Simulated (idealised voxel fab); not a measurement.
The process module that follows is named voxel transistor to metal.
Pictured: cross-section cut, 200 nm wide, on a grid of 5 nm square cells.
The cross-sections in this document take the form of a grid made of square cells. They are written out as bands, in order from top to bottom. Each band consists of one or more rows of cells. Read a band's entry like this: the first values are the height of its top and the height of its bottom in nm, and what follows is the sequence of materials from left to right, each with its width in nm. Note that "air" is empty space, and that a single material marked "all across" reaches across the band from edge to edge. Height 0 is the level under which the wafer as received is all one material. The lowest band goes on downwards, as in "0 -> down". You'd read "30..40" like this: the band's top row of cells is as wide as the first number, its bottom row is as wide as the second, and going down, every row changes width by the same amount as the row before did. "remained unchanged" for a step: no cell of the cross-section changed in that step. Empty spaces counting at least 8 cells and having no open way to the top are listed in "Fully enclosed voids". The notation width x height at distance is used for each, the distance being from the left edge and all three values in nm. Heads up: the bit after the settings on a step's line is the simulator's remark on that step. overlay nm, on a step with a mask: how far to the right of its planned place the mask lay; to the left if negative.

### Process steps foreseen in the plan
1: RECEIVE,material Si
2: CONFORMAL_DEP,material SiO2,thk nm 5
3: CONFORMAL_DEP,material SiN,thk nm 15
4: MASKED_ETCH,tone cover,mask id ACTIVE,width nm 85,etch materials SiN,depth nm 15,overlay nm 0
5: MASKED_ETCH,tone cover,mask id ACTIVE,width nm 85,etch materials SiO2,depth nm 5,overlay nm 0
6: MASKED_ETCH,tone cover,mask id ACTIVE,width nm 85,etch materials Si,depth nm 25,overlay nm 0
7: OXIDIZE,depth nm 5
8: FILL_DEP,material SiO2,thk nm 15
9: CMP,height nm 20
10: SELECTIVE_ETCH,etch materials SiO2,depth nm 10
11: STRIP,etch materials SiN
12: SELECTIVE_ETCH,etch materials SiO2,depth nm 5
13: OXIDIZE,depth nm 5
14: DIRECTIONAL_DEP,material polySi,thk nm 30
15: DIRECTIONAL_DEP,material SiCN,thk nm 15
16: DIRECTIONAL_DEP,material aC,thk nm 10
17: PATTERN,tone cover,mask id GATE,material resist,width nm 15,thk nm 25,overlay nm 0
18: DIRECTIONAL_ETCH,etch materials aC,depth nm 10
19: STRIP,etch materials resist
20: DIRECTIONAL_ETCH,etch materials SiCN,depth nm 25
21: DIRECTIONAL_ETCH,etch materials polySi,depth nm 40
22: STRIP,etch materials aC
23: CONFORMAL_DEP,material SiO2,thk nm 5
24: DIRECTIONAL_ETCH,etch materials SiO2,depth nm 5
25: CONFORMAL_DEP,material SiN,thk nm 10
26: DIRECTIONAL_ETCH,etch materials SiN,depth nm 10
27: DIRECTIONAL_ETCH,etch materials SiO2,depth nm 5
28: DIRECTIONAL_ETCH,etch materials Si,depth nm 15
29: EPI,material nSi,thk nm 15
30: FILL_DEP,material SiO2,thk nm 5
31: CMP,height nm 45
32: DIRECTIONAL_DEP,material SiO2,thk nm 10
33: DIRECTIONAL_DEP,material aC,thk nm 10
34: PATTERN,tone open,mask id CONTACT,material resist,width nm 15,pitch nm 60,thk nm 30,overlay nm 0
35: DIRECTIONAL_ETCH,etch materials aC,depth nm 10
36: STRIP,etch materials resist
37: DIRECTIONAL_ETCH,etch materials SiO2,depth nm 45
38: STRIP,etch materials aC
39: CONFORMAL_DEP,material TiN,thk nm 5
40: FILL_DEP,material W,thk nm 10
41: CMP,height nm 55
42: CONFORMAL_DEP,material SiCN,thk nm 5
43: DIRECTIONAL_DEP,material SiO2,thk nm 15
44: PATTERN,tone open,mask id METAL_1,material resist,width nm 15,pitch nm 60,thk nm 15,overlay nm 0
45: DIRECTIONAL_ETCH,etch materials SiO2,depth nm 15
46: DIRECTIONAL_ETCH,etch materials SiCN,depth nm 5
47: STRIP,etch materials resist
48: CONFORMAL_DEP,material TiN,thk nm 5
49: FILL_DEP,material W,thk nm 10
50: CMP,height nm 75
51: CONFORMAL_DEP,material SiCN,thk nm 5
52: DIRECTIONAL_DEP,material SiO2,thk nm 25
53: PATTERN,tone open,mask id METAL_2,material resist,width nm 15,pitch nm 60,thk nm 20,overlay nm 0
54: DIRECTIONAL_ETCH,etch materials SiO2,depth nm 15
55: STRIP,etch materials resist
56: PATTERN,tone open,mask id METAL_2_HOLES,material resist,width nm 15,pitch nm 60,thk nm 20,overlay nm 0
57: DIRECTIONAL_ETCH,etch materials SiO2,depth nm 10
58: DIRECTIONAL_ETCH,etch materials SiCN,depth nm 5
59: STRIP,etch materials resist
60: CONFORMAL_DEP,material TiN,thk nm 5
61: FILL_DEP,material Ru,thk nm 5
62: CMP,height nm 105
63: CONFORMAL_DEP,material SiCN,thk nm 5

### As-received wafer cross-section (after step 1)
- 0 -> down: Si all across
- Fully enclosed voids: none

### a wafer at the end: this start, this plan, one mistake
- 110 -> 105: SiCN all across
- 105 -> 80: 60 SiO2, 5 TiN, 5 Ru, 5 TiN, 45 SiO2, 5 TiN, 5 Ru, 5 TiN, 65 SiO2
- 80 -> 75: 60 SiCN, 15 TiN, 45 SiCN, 15 TiN, 65 SiCN
- 75 -> 60: 60 SiO2, 5 TiN, 5 W, 5 TiN, 45 SiO2, 5 TiN, 5 W, 5 TiN, 65 SiO2
- 60 -> 55: 60 SiCN, 15 TiN, 45 SiCN, 15 TiN, 65 SiCN
- 55 -> 50: 70 SiO2, 5 TiN, 5 W, 5 TiN, 45 SiO2, 5 TiN, 5 W, 5 TiN, 55 SiO2
- 50 -> 45: 70 SiO2, 15 TiN, 45 SiO2, 5 TiN, 5 W, 5 TiN, 55 SiO2
- 45 -> 30: 70 SiO2, 5 TiN, 10 SiN, 5 SiO2, 15 SiCN, 5 SiO2, 10 SiN, 10 SiO2, 5 TiN, 5 W, 5 TiN, 55 SiO2
- 30 -> 15: 70 SiO2, 5 TiN, 10 SiN, 5 SiO2, 15 polySi, 5 SiO2, 10 SiN, 10 SiO2, 5 TiN, 5 W, 5 TiN, 55 SiO2
- 15 -> 10: 70 SiO2, 5 TiN, 10 SiN, 5 SiO2, 15 polySi, 5 SiO2, 10 SiN, 10 SiO2, 15 TiN, 55 SiO2
- 10 -> 5: 60 SiO2, 15 nSi, 10 SiN, 5 SiO2, 15 polySi, 5 SiO2, 10 SiN, 15 nSi, 65 SiO2
- 5 -> 0: 55 SiO2, 10 SiN, 10 nSi, 10 SiN, 5 SiO2, 15 polySi, 5 SiO2, 10 SiN, 10 nSi, 10 SiN, 60 SiO2
- 0 -> -5: 65 SiO2, 10 nSi, 45 SiO2, 10 nSi, 70 SiO2
- -5 -> -20: 60 SiO2, 5 Si, 10 nSi, 45 Si, 10 nSi, 5 Si, 65 SiO2
- -20 -> -30: 60 SiO2, 75 Si, 65 SiO2
- -30 -> down: Si all across
- Fully enclosed voids: none
Nonconformance to the process plan: off-plan run, step 34, actual operation and settings PATTERN,tone open,mask id CONTACT,material resist,width nm 15,pitch nm 60,thk nm 30,overlay nm 10
